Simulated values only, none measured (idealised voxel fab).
Process module name: voxel wiring stack
Cross-sectional view cut (width: 255 nm; square cell size: 5 nm).
Cross-section = grid of square cells, listed top down in bands; band = one or more rows. Per band: top height and bottom height in nm, followed by the left-to-right materials and their widths in nm; "everywhere" marks a single material spanning edge to edge, "empty" marks empty space. The reference from which all heights are counted is 0, the level beneath which the as-received wafer is entirely one material; the lowest band, having no lower bound, proceeds downward and is written after the example "0 -> down". It should be noted that a width expressed as "30 to 40" varies in equal increments from row to row of cells within the band, taking the value of the first number at the top row and that of the second number at the bottom row. Step marked "no modifications"? Then no cell in the cross-section changed in it. You'll see "Enclosed cavities" listing empty spaces that have no way open to the top, as long as they're 8 cells or more; the notation is width x height at distance, where the distance is from the left edge, and all of it is in nm. Note: text after step settings on the step line = simulator remark on that step. Regarding "overlay nm": on a step with a mask, it is the distance the mask lay to the right of its planned place; a negative value places it to the left.

PLAN
1,RECEIVE: material Si
2,CONFORMAL_DEP: material SiO2, thk nm 15
3,DIRECTIONAL_DEP: material TiN, thk nm 5
4,DIRECTIONAL_DEP: material Ru, thk nm 20
5,MASKED_ETCH: tone cover, mask id METAL_1, width nm 30, pitch nm 60, etch materials Ru, depth nm 20, overlay nm 0
6,MASKED_ETCH: tone cover, mask id METAL_1, width nm 30, pitch nm 60, etch materials TiN, depth nm 5, overlay nm 0
7,CONFORMAL_DEP: material SiN, thk nm 5
8,FILL_DEP: material SiO2, thk nm 10
9,CMP: height nm 40
10,CONFORMAL_DEP: material SiCN, thk nm 5
11,DIRECTIONAL_DEP: material lowk, thk nm 30
12,PATTERN: tone open, mask id METAL_2, material resist, width nm 30, pitch nm 60, thk nm 15, overlay nm 0
13,DIRECTIONAL_ETCH: etch materials lowk, depth nm 20
14,STRIP: etch materials resist
15,MASKED_ETCH: tone open, mask id METAL_2_HOLES, width nm 15, pitch nm 120, etch materials lowk, depth nm 10, overlay nm 0
16,MASKED_ETCH: tone open, mask id METAL_2_HOLES, width nm 15, pitch nm 120, etch materials SiCN, depth nm 5, overlay nm 0
17,CONFORMAL_DEP: material TiN, thk nm 5
18,FILL_DEP: material Cu, thk nm 5
19,CMP: height nm 75
20,CONFORMAL_DEP: material SiCN, thk nm 5
21,DIRECTIONAL_DEP: material SiO2, thk nm 30
22,MASKED_ETCH: tone open, mask id METAL_3, width nm 30, pitch nm 60, etch materials SiO2, depth nm 15, overlay nm 0
23,MASKED_ETCH: tone open, mask id METAL_3_HOLES, width nm 15, pitch nm 120, etch materials SiO2, depth nm 15, overlay nm 0
24,MASKED_ETCH: tone open, mask id METAL_3_HOLES, width nm 15, pitch nm 120, etch materials SiCN, depth nm 5, overlay nm 0
25,CONFORMAL_DEP: material TiN, thk nm 5
26,FILL_DEP: material Cu, thk nm 10
27,CMP: height nm 110
28,CONFORMAL_DEP: material SiCN, thk nm 5
29,DIRECTIONAL_DEP: material SiO2, thk nm 30
30,PATTERN: tone open, mask id METAL_4, material resist, width nm 30, pitch nm 60, thk nm 15, overlay nm 0
31,DIRECTIONAL_ETCH: etch materials SiO2, depth nm 15
32,STRIP: etch materials resist
33,MASKED_ETCH: tone open, mask id METAL_4_HOLES, width nm 15, pitch nm 60, etch materials SiO2, depth nm 15, overlay nm 0
34,MASKED_ETCH: tone open, mask id METAL_4_HOLES, width nm 15, pitch nm 60, etch materials SiCN, depth nm 5, overlay nm 0
35,CONFORMAL_DEP: material TiN, thk nm 5
36,FILL_DEP: material Cu, thk nm 10
37,CMP: height nm 145
38,CONFORMAL_DEP: material SiN, thk nm 5

CROSS-SECTION OF THE WAFER AS IT CAME TO US, I.E., ALREADY THROUGH STEP 1
  0 -> down: Si everywhere
  Enclosed cavities: none

CROSS-SECTION AT MODULE END, ONE RUN ERROR; START AND PLAN UNCHANGED FROM ABOVE
  150 -> 145: SiN everywhere
  145 -> 140: SiCN 20 nm / TiN 15 nm / SiCN 45 nm / TiN 15 nm / SiCN 45 nm / TiN 15 nm / SiCN 45 nm / TiN 15 nm / SiCN 40 nm
  140 -> 110: SiO2 everywhere
  110 -> 100: SiO2 20 nm / TiN 5 nm / Cu 20 nm / TiN 5 nm / SiO2 30 nm / TiN 5 nm / Cu 20 nm / TiN 5 nm / SiO2 30 nm / TiN 5 nm / Cu 20 nm / TiN 5 nm / SiO2 30 nm / TiN 5 nm / Cu 20 nm / TiN 5 nm / SiO2 25 nm
  100 -> 95: SiO2 20 nm / TiN 5 nm / Cu 5 nm / TiN 20 nm / SiO2 30 nm / TiN 30 nm / SiO2 30 nm / TiN 5 nm / Cu 5 nm / TiN 20 nm / SiO2 30 nm / TiN 30 nm / SiO2 25 nm
  95 -> 80: SiO2 20 nm / TiN 5 nm / Cu 5 nm / TiN 5 nm / SiO2 105 nm / TiN 5 nm / Cu 5 nm / TiN 5 nm / SiO2 100 nm
  80 -> 75: SiCN 20 nm / TiN 15 nm / SiCN 105 nm / TiN 15 nm / SiCN 100 nm
  75 -> 60: lowk 20 nm / TiN 5 nm / Cu 20 nm / TiN 5 nm / lowk 30 nm / TiN 5 nm / Cu 20 nm / TiN 5 nm / lowk 30 nm / TiN 5 nm / Cu 20 nm / TiN 5 nm / lowk 30 nm / TiN 5 nm / Cu 20 nm / TiN 5 nm / lowk 25 nm
  60 -> 55: lowk 20 nm / TiN 5 nm / Cu 5 nm / TiN 20 nm / lowk 30 nm / TiN 30 nm / lowk 30 nm / TiN 5 nm / Cu 5 nm / TiN 20 nm / lowk 30 nm / TiN 30 nm / lowk 25 nm
  55 -> 45: lowk 20 nm / TiN 5 nm / Cu 5 nm / TiN 5 nm / lowk 105 nm / TiN 5 nm / Cu 5 nm / TiN 5 nm / lowk 100 nm
  45 -> 40: SiCN 20 nm / TiN 15 nm / SiCN 105 nm / TiN 15 nm / SiCN 100 nm
  40 -> 20: SiO2 15 nm / SiN 5 nm / Ru 30 nm / SiN 5 nm / SiO2 20 nm / SiN 5 nm / Ru 30 nm / SiN 5 nm / SiO2 20 nm / SiN 5 nm / Ru 30 nm / SiN 5 nm / SiO2 20 nm / SiN 5 nm / Ru 30 nm / SiN 5 nm / SiO2 20 nm
  20 -> 15: SiN 20 nm / TiN 30 nm / SiN 30 nm / TiN 30 nm / SiN 30 nm / TiN 30 nm / SiN 30 nm / TiN 30 nm / SiN 25 nm
  15 -> 0: SiO2 everywhere
  0 -> down: Si everywhere
  Enclosed cavities: none
Misprocessing identified: plan vs actual: 28 and 29 interchanged
